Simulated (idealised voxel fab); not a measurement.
Process module under the name voxel self aligned contacts
Section cut is 180 nm wide and gridded with 5 nm square cells.
Cross-section layout: square cells on a grid; listed as bands, top to bottom; a band spans one or more cell rows. Look at the band entry: it leads with the top's height and the bottom's height in nm. Then it lists the materials left to right, with a width in nm for each. The word "full width" on a single material says that material fills the band edge to edge. The word "air" is empty space. Heights are reckoned from 0. Under this level, the received wafer is all of one material. The bottommost band is open-ended downward, for example "top 0, no bottom". With a width like "30->40", each row of cells in the band differs from the next by the same amount, the top row carrying the first number and the bottom row the second. The cross-section has no changed cell in any step marked "no alteration". In "Fully enclosed voids" the enclosed voids are listed, meaning empty spaces of 8 cells or larger without any opening to the top. The form is width x height at distance, distance from the left edge, units nm. What comes after the settings on a step's line is commentary from the simulator itself on that step. overlay nm: step with mask; distance mask lay right of planned place; negative value = left of planned place.

### Listed below are the process steps as planned
| 1 | RECEIVE, material Si |
| 2 | OXIDIZE, depth nm 5 |
| 3 | DIRECTIONAL_DEP, material polySi, thk nm 30 |
| 4 | DIRECTIONAL_DEP, material SiN, thk nm 20 |
| 5 | MASKED_ETCH, tone cover, mask id GATE, width nm 25, pitch nm 55, etch materials SiN, depth nm 20, overlay nm 0 |
| 6 | MASKED_ETCH, tone cover, mask id GATE, width nm 25, pitch nm 55, etch materials polySi, depth nm 30, overlay nm 0 |
| 7 | CONFORMAL_DEP, material SiN, thk nm 5 |
| 8 | DIRECTIONAL_ETCH, etch materials SiN, depth nm 5 |
| 9 | FILL_DEP, material SiO2, thk nm 20 |
| 10 | CMP, height nm 60 |
| 11 | MASKED_ETCH, tone open, mask id CONTACT, width nm 40, pitch nm 55, etch materials SiO2, depth nm 65, overlay nm 0 |
| 12 | CONFORMAL_DEP, material TiN, thk nm 5 |
| 13 | FILL_DEP, material Ru, thk nm 5 |
| 14 | CMP, height nm 60 |
| 15 | CONFORMAL_DEP, material SiCN, thk nm 5 |

### Shown in cross-section is the wafer as received, that is, as it stands after step 1
> top 0, no bottom: Si full width
> Fully enclosed voids: none

### End state of the module in cross-section, given the above starting point and plan and one mistake in execution
> top 65, bottom 60: SiCN full width
> top 60, bottom 50: 45 of SiO2  5->10 of TiN  25->10 of Ru  5->15 of TiN  20 of SiO2  5->10 of TiN  25->10 of Ru  5->15 of TiN  45 of SiO2
> top 50, bottom 30: 15 of SiO2  35 of SiN  5 of TiN  10 of Ru  5 of TiN  35 of SiN  5 of TiN  10 of Ru  5 of TiN  35 of SiN  20 of SiO2
> top 30, bottom 0: 15 of SiO2  5 of SiN  25 of polySi  5 of SiN  5 of TiN  10 of Ru  5 of TiN  5 of SiN  25 of polySi  5 of SiN  5 of TiN  10 of Ru  5 of TiN  5 of SiN  25 of polySi  5 of SiN  20 of SiO2
> top 0, bottom -5: 50 of SiO2  20 of TiN  35 of SiO2  20 of TiN  55 of SiO2
> top -5, no bottom: Si full width
> Fully enclosed voids: none
Where did the run depart from the plan? step 11 did not use the planned setting and instead ran as MASKED_ETCH, tone open, mask id CONTACT, width nm 35, pitch nm 55, etch materials SiO2, depth nm 65, overlay nm 0
